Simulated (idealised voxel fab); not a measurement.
Process module, titled voxel capacitor over wiring
Shown is cross-section cut, with a width of 190 nm and square cells of size 5 nm.
In what follows, cross-sections appear as grids of square cells, described through bands that run from the top down, where every band is one or more rows of cells.
Top, bottom (nm), then materials left to right with widths (nm); lone material tagged "full width" fills the whole band edge to edge; "air" = empty space.
Heights are expressed relative to 0, this being the level below which the as-received wafer comprises one material exclusively. The lowest band is unbounded in the downward direction and is denoted as in "from 0 down".
When a width is written as two numbers, as in "30->40", the first number is the width in the top row of cells of the band and the second is the width in its bottom row, and the width changes by the same amount from each row to the next.
"nothing different" means the step left every cell of the cross-section as it was.
"Internal closed voids" means: voids of 8 cells or more that are shut off from the top with no open way through. Written width x height at distance, distance from the left edge, in nm.
Post-settings text on a step line: simulator's own remark regarding the step.
overlay nm: right-of-plan distance of the mask on a masked step; negative values mean left-of-plan.
-- Set out below are the planned steps of the process
- 1: RECEIVE, material Si
- 2: CONFORMAL_DEP, material SiO2, thk nm 15
- 3: DIRECTIONAL_DEP, material TiN, thk nm 5
- 4: DIRECTIONAL_DEP, material Ru, thk nm 20
- 5: DIRECTIONAL_DEP, material aC, thk nm 10
- 6: PATTERN, tone cover, mask id METAL_1, material resist, width nm 20, pitch nm 70, thk nm 25, overlay nm 0
- 7: DIRECTIONAL_ETCH, etch materials aC, depth nm 10
- 8: STRIP, etch materials resist
- 9: DIRECTIONAL_ETCH, etch materials Ru, depth nm 20
- 10: DIRECTIONAL_ETCH, etch materials TiN, depth nm 5
- 11: STRIP, etch materials aC
- 12: CONFORMAL_DEP, material SiN, thk nm 5
- 13: FILL_DEP, material SiO2, thk nm 10
- 14: CMP, height nm 40
- 15: CONFORMAL_DEP, material SiCN, thk nm 5
- 16: DIRECTIONAL_DEP, material lowk, thk nm 10
- 17: MASKED_ETCH, tone open, mask id PLUG_1, width nm 15, etch materials lowk, depth nm 10, overlay nm 0
- 18: MASKED_ETCH, tone open, mask id PLUG_1, width nm 15, etch materials SiCN, depth nm 5, overlay nm 0
- 19: EPI, material Ru, thk nm 10
- 20: EPI, material Ru, thk nm 5
- 21: DIRECTIONAL_DEP, material TiN, thk nm 5
- 22: DIRECTIONAL_DEP, material HfO2, thk nm 5
- 23: DIRECTIONAL_DEP, material TiN, thk nm 5
- 24: DIRECTIONAL_DEP, material aC, thk nm 10
- 25: PATTERN, tone cover, mask id UPPER_PLATE, material resist, width nm 55, thk nm 30, overlay nm 0
- 26: DIRECTIONAL_ETCH, etch materials aC, depth nm 10
- 27: STRIP, etch materials resist
- 28: DIRECTIONAL_ETCH, etch materials TiN, depth nm 5
- 29: DIRECTIONAL_ETCH, etch materials HfO2, depth nm 5
- 30: STRIP, etch materials aC
- 31: MASKED_ETCH, tone cover, mask id LOWER_PLATE, width nm 65, etch materials TiN, depth nm 5, overlay nm 0
- 32: FILL_DEP, material SiO2, thk nm 15
- 33: CMP, height nm 80
- 34: PATTERN, tone open, mask id PLUG_2, material resist, width nm 15, thk nm 15, overlay nm 0
- 35: DIRECTIONAL_ETCH, etch materials SiO2, depth nm 10
- 36: STRIP, etch materials resist
- 37: CONFORMAL_DEP, material TiN, thk nm 5
- 38: FILL_DEP, material Cu, thk nm 5
- 39: CMP, height nm 80
- 40: CONFORMAL_DEP, material SiN, thk nm 5
-- Incoming wafer, cross-sectional view, post step 1
from 0 down: Si full width
Internal closed voids: none
-- End-of-module XS, first of two wafers, run as planned
from 85 to 80: SiN full width
from 80 to 75: SiO2 65 nm, then TiN 5 nm, then Cu 5 nm, then TiN 5 nm, then SiO2 110 nm
from 75 to 65: SiO2 65->55 nm, then TiN 15->55 nm, then SiO2 110->80 nm
from 65 to 60: SiO2 55 nm, then HfO2 55 nm, then SiO2 80 nm
from 60 to 55: SiO2 50 nm, then TiN 65 nm, then SiO2 75 nm
from 55 to 45: lowk 55 nm, then Ru 15 nm, then lowk 120 nm
from 45 to 40: SiCN 55 nm, then Ru 15 nm, then SiCN 120 nm
from 40 to 20: SiO2 45 nm, then SiN 5 nm, then Ru 20 nm, then SiN 5 nm, then SiO2 40 nm, then SiN 5 nm, then Ru 20 nm, then SiN 5 nm, then SiO2 45 nm
from 20 to 15: SiN 50 nm, then TiN 20 nm, then SiN 50 nm, then TiN 20 nm, then SiN 50 nm
from 15 to 0: SiO2 full width
from 0 down: Si full width
Internal closed voids: none
-- Here's the second of our two wafers sectioned at module end. Same start as the first, same plan, but one mistake got made running it
from 85 to 80: SiN full width
from 80 to 75: SiO2 65 nm, then TiN 5 nm, then Cu 5 nm, then TiN 5 nm, then SiO2 110 nm
from 75 to 65: SiO2 65->55 nm, then TiN 15->55 nm, then SiO2 110->80 nm
from 65 to 60: SiO2 55 nm, then HfO2 55 nm, then SiO2 80 nm
from 60 to 55: SiO2 50 nm, then TiN 65 nm, then SiO2 75 nm
from 55 to 45: lowk 55 nm, then Ru 15 nm, then lowk 120 nm
from 45 to 40: SiCN 55 nm, then Ru 15 nm, then SiCN 120 nm
from 40 to 25: SiO2 45 nm, then SiN 5 nm, then Ru 20 nm, then SiN 5 nm, then SiO2 40 nm, then SiN 5 nm, then Ru 20 nm, then SiN 5 nm, then SiO2 45 nm
from 25 to 20: SiN 50 nm, then Ru 20 nm, then SiN 50 nm, then Ru 20 nm, then SiN 50 nm
from 20 to 5: SiO2 full width
from 5 to 0: TiN full width
from 0 down: Si full width
Internal closed voids: none
What broke from the plan during processing? steps 2 and 3 were swapped
at the end the second wafer has, in cells: 4 fewer of SiN | 26 fewer of SiO2 | 30 more of TiN
